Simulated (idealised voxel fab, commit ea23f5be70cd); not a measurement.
This section sets out a process module, namely voxel double patterning.
Xsec cut, 160 nm wide, square cell size 5 nm.
A cross-section in this document is a grid of square cells, and it is written down as bands, the top band listed before the ones below it; a band is made up of one or more rows of cells.
First you get the band's top height and its bottom height, in nm, and then the materials it's made of, left to right, with each width in nm. If you see a single material with "all across", that one covers the band edge to edge. "air" is empty space.
We count height from 0. Below that, the starting wafer is all one material. The lowest band never ends at the bottom but goes on down; see "top 0, no bottom" for how that is written.
Width spec "30->40" -> top row of cells at first value, bottom row at second value, equal per-row change in between.
You'll sometimes find "remains unaltered" written for a step, and that's the way of saying that nowhere in the cross-section did a cell change during that step.
Enclosed voids (no open way to top), threshold 8 cells or more, entry "Enclosed void listing", notation width x height at distance, distance from left edge, nm.
Post-settings text on a step line: simulator's own remark regarding the step.
The "overlay nm" setting may appear on a step's line; for a step that uses a mask, it gives how far to the right of its planned position the mask lay, and a negative value indicates the left.
-- Process steps - plan
1,RECEIVE (material Si)
2,CONFORMAL_DEP (material SiO2; thk nm 10)
3,DIRECTIONAL_DEP (material polySi; thk nm 15)
4,DIRECTIONAL_DEP (material SiN; thk nm 10)
5,PATTERN (tone open; mask id FIRST; material resist; width nm 15; pitch nm 50; thk nm 20; overlay nm 0)
6,DIRECTIONAL_ETCH (etch materials SiN; depth nm 10)
7,STRIP (etch materials resist)
8,MASKED_ETCH (tone open; mask id SECOND; width nm 15; pitch nm 50; etch materials SiN; depth nm 10; overlay nm 0)
9,DIRECTIONAL_ETCH (etch materials polySi; depth nm 15)
10,STRIP (etch materials SiN)
-- Wafer as received: cross-section following step 1
- top 0, no bottom = Si all across
- Enclosed void listing: none
-- Cross-section taken at module completion on the first of two wafers; processed per the plan
- top 25, bottom 10 = polySi 20 nm; air 15 nm; polySi 10 nm; air 15 nm; polySi 10 nm; air 15 nm; polySi 10 nm; air 15 nm; polySi 10 nm; air 15 nm; polySi 25 nm
- top 10, bottom 0 = SiO2 all across
- top 0, no bottom = Si all across
- Enclosed void listing: none
-- Now the second wafer, cross-sectioned at the end of the module. Nothing different at the start, nothing different in the plan compared with the first, just one mistake when it was actually run
- top 25, bottom 15 = SiO2 all across
- top 15, bottom 0 = polySi all across
- top 0, no bottom = Si all across
- Enclosed void listing: none
Deviation noted in wafer processing: the executed order of steps 2 and 3 is the reverse of that specified in the plan, each step having taken the other's position
Bottom line after processing is that, in cells, the second wafer is up or down on some materials versus the first: +45 polySi
